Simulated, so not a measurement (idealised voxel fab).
process module | voxel wiring stack
cross-section cut | 185 nm wide | cells 5 nm
A cross-section is a grid of square cells, given in bands from the top down. A band is one or more rows of cells.
Each band's line starts with the height of the band's top and of its bottom, in nm. Then come its materials from left to right, each with its width in nm. One material with "throughout" fills the band from edge to edge. "air" is empty space.
Height 0 is the level under which the wafer as received is all one material. The lowest band goes on downwards, as in "0 down".
A width such as "30 to 40" changes by the same amount from each row of cells to the next, from the band's top row to its bottom row.
"no change" after a step means that no cell of the cross-section changed.
closed voids: empty space of 8 cells or more with no open way to the top, each as width x height at its distance from the left edge, in nm
after a step's settings: what the simulator itself notes on the step
overlay nm, on a step with a mask: how far to the right of its planned place the mask lay; to the left if negative
plan
1 op RECEIVE | material Si
2 op CONFORMAL_DEP | material SiO2 | thk nm 15
3 op DIRECTIONAL_DEP | material TiN | thk nm 5
4 op DIRECTIONAL_DEP | material W | thk nm 15
5 op PATTERN | tone cover | mask id METAL_1 | material resist | width nm 20 | pitch nm 45 | thk nm 20 | overlay nm 0
6 op DIRECTIONAL_ETCH | etch materials W | depth nm 15
7 op DIRECTIONAL_ETCH | etch materials TiN | depth nm 5
8 op STRIP | etch materials resist
9 op CONFORMAL_DEP | material SiN | thk nm 5
10 op FILL_DEP | material lowk | thk nm 5
11 op CMP | height nm 35
12 op CONFORMAL_DEP | material SiCN | thk nm 5
13 op DIRECTIONAL_DEP | material SiO2 | thk nm 35
14 op MASKED_ETCH | tone open | mask id METAL_2 | width nm 20 | pitch nm 45 | etch materials SiO2 | depth nm 20 | overlay nm 0
15 op DIRECTIONAL_DEP | material aC | thk nm 15
16 op PATTERN | tone open | mask id METAL_2_HOLES | material resist | width nm 15 | pitch nm 45 | thk nm 35 | overlay nm 0
17 op DIRECTIONAL_ETCH | etch materials aC | depth nm 15
18 op STRIP | etch materials resist
19 op DIRECTIONAL_ETCH | etch materials SiO2 | depth nm 15
20 op DIRECTIONAL_ETCH | etch materials SiCN | depth nm 5
21 op STRIP | etch materials aC
22 op CONFORMAL_DEP | material TiN | thk nm 5
23 op FILL_DEP | material Cu | thk nm 5
24 op CMP | height nm 75
25 op CONFORMAL_DEP | material SiCN | thk nm 5
26 op DIRECTIONAL_DEP | material lowk | thk nm 10
27 op PATTERN | tone open | mask id PLUG_2 | material resist | width nm 15 | thk nm 20 | overlay nm 0
28 op DIRECTIONAL_ETCH | etch materials lowk | depth nm 10
29 op DIRECTIONAL_ETCH | etch materials SiCN | depth nm 5
30 op STRIP | etch materials resist
31 op CONFORMAL_DEP | material TiN | thk nm 5
32 op FILL_DEP | material W | thk nm 5
33 op CMP | height nm 90
34 op CONFORMAL_DEP | material SiCN | thk nm 5
35 op DIRECTIONAL_DEP | material SiO2 | thk nm 25
36 op PATTERN | tone open | mask id METAL_3 | material resist | width nm 20 | pitch nm 45 | thk nm 20 | overlay nm 0
37 op DIRECTIONAL_ETCH | etch materials SiO2 | depth nm 25
38 op DIRECTIONAL_ETCH | etch materials SiCN | depth nm 5
39 op STRIP | etch materials resist
40 op CONFORMAL_DEP | material TiN | thk nm 5
41 op FILL_DEP | material Cu | thk nm 10
42 op CMP | height nm 120
43 op CONFORMAL_DEP | material SiCN | thk nm 5
44 op DIRECTIONAL_DEP | material lowk | thk nm 10
45 op PATTERN | tone open | mask id PLUG_3 | material resist | width nm 15 | pitch nm 45 | thk nm 15 | overlay nm 0
46 op DIRECTIONAL_ETCH | etch materials lowk | depth nm 10
47 op DIRECTIONAL_ETCH | etch materials SiCN | depth nm 5
48 op STRIP | etch materials resist
49 op EPI | material Ru | thk nm 10
50 op EPI | material Ru | thk nm 5
51 op DIRECTIONAL_DEP | material TiN | thk nm 5
52 op DIRECTIONAL_DEP | material W | thk nm 25
53 op MASKED_ETCH | tone cover | mask id METAL_4 | width nm 20 | pitch nm 45 | etch materials W | depth nm 25 | overlay nm 0
54 op MASKED_ETCH | tone cover | mask id METAL_4 | width nm 20 | pitch nm 45 | etch materials TiN | depth nm 5 | overlay nm 0
55 op CONFORMAL_DEP | material SiN | thk nm 5
56 op FILL_DEP | material SiO2 | thk nm 10
57 op CMP | height nm 165
58 op CONFORMAL_DEP | material SiN | thk nm 5
as received, after step 1
  0 down: Si throughout
  closed voids: none
first wafer at the end, as planned
  170 to 165: SiN throughout
  165 to 140: SiO2 55 | SiN 5 | W 20 | SiN 5 | SiO2 15 | SiN 5 | W 20 | SiN 5 | SiO2 55
  140 to 135: SiN 60 | TiN 20 | SiN 25 | TiN 20 | SiN 60
  135 to 125: lowk 60 | Ru 15 | lowk 30 | Ru 15 | lowk 65
  125 to 120: SiCN 60 | Ru 15 | SiCN 30 | Ru 15 | SiCN 65
  120 to 95: SiO2 60 | TiN 5 | Cu 10 | TiN 5 | SiO2 25 | TiN 5 | Cu 10 | TiN 5 | SiO2 60
  95 to 90: SiCN 60 | TiN 20 | SiCN 25 | TiN 20 | SiCN 60
  90 to 80: lowk 60 | TiN 5 | W 5 | TiN 5 | lowk 110
  80 to 75: SiCN 60 | TiN 15 | SiCN 110
  75 to 60: SiO2 60 | TiN 5 | Cu 10 | TiN 5 | SiO2 25 | TiN 5 | Cu 10 | TiN 5 | SiO2 60
  60 to 55: SiO2 60 | TiN 5 | Cu 5 | TiN 10 | SiO2 25 | TiN 5 | Cu 5 | TiN 10 | SiO2 60
  55 to 40: SiO2 60 | TiN 5 | Cu 5 | TiN 5 | SiO2 30 | TiN 5 | Cu 5 | TiN 5 | SiO2 65
  40 to 35: SiCN 60 | TiN 15 | SiCN 30 | TiN 15 | SiCN 65
  35 to 20: lowk 55 | SiN 5 | W 20 | SiN 5 | lowk 15 | SiN 5 | W 20 | SiN 5 | lowk 55
  20 to 15: SiN 60 | TiN 20 | SiN 25 | TiN 20 | SiN 60
  15 to 0: SiO2 throughout
  0 down: Si throughout
  closed voids: none
second wafer at the end: like start, like plan, one mistake
  170 to 165: SiN throughout
  165 to 140: SiO2 55 | SiN 5 | W 20 | SiN 5 | SiO2 15 | SiN 5 | W 20 | SiN 5 | SiO2 55
  140 to 135: SiN 60 | TiN 20 | SiN 25 | TiN 20 | SiN 60
  135 to 125: lowk 60 | Ru 15 | lowk 30 | Ru 15 | lowk 65
  125 to 120: SiCN 60 | Ru 15 | SiCN 30 | Ru 15 | SiCN 65
  120 to 95: SiO2 60 | TiN 5 | Cu 10 | TiN 5 | SiO2 25 | TiN 5 | Cu 10 | TiN 5 | SiO2 60
  95 to 90: SiCN 60 | TiN 20 | SiCN 25 | TiN 20 | SiCN 60
  90 to 80: lowk 55 | TiN 5 | W 15 | TiN 5 | lowk 105
  80 to 75: SiCN 55 | TiN 25 | SiCN 105
  75 to 60: SiO2 60 | TiN 5 | Cu 10 | TiN 5 | SiO2 25 | TiN 5 | Cu 10 | TiN 5 | SiO2 60
  60 to 55: SiO2 60 | TiN 5 | Cu 5 | TiN 10 | SiO2 25 | TiN 5 | Cu 5 | TiN 10 | SiO2 60
  55 to 40: SiO2 60 | TiN 5 | Cu 5 | TiN 5 | SiO2 30 | TiN 5 | Cu 5 | TiN 5 | SiO2 65
  40 to 35: SiCN 60 | TiN 15 | SiCN 30 | TiN 15 | SiCN 65
  35 to 20: lowk 55 | SiN 5 | W 20 | SiN 5 | lowk 15 | SiN 5 | W 20 | SiN 5 | lowk 55
  20 to 15: SiN 60 | TiN 20 | SiN 25 | TiN 20 | SiN 60
  15 to 0: SiO2 throughout
  0 down: Si throughout
  closed voids: none
what went wrong: step 27 ran as: op PATTERN | tone open | mask id PLUG_2 | material resist | width nm 25 | thk nm 20 | overlay nm 0
at the end the second wafer has, in cells: 2 fewer of SiCN | 2 more of TiN | 4 more of W | 4 fewer of lowk
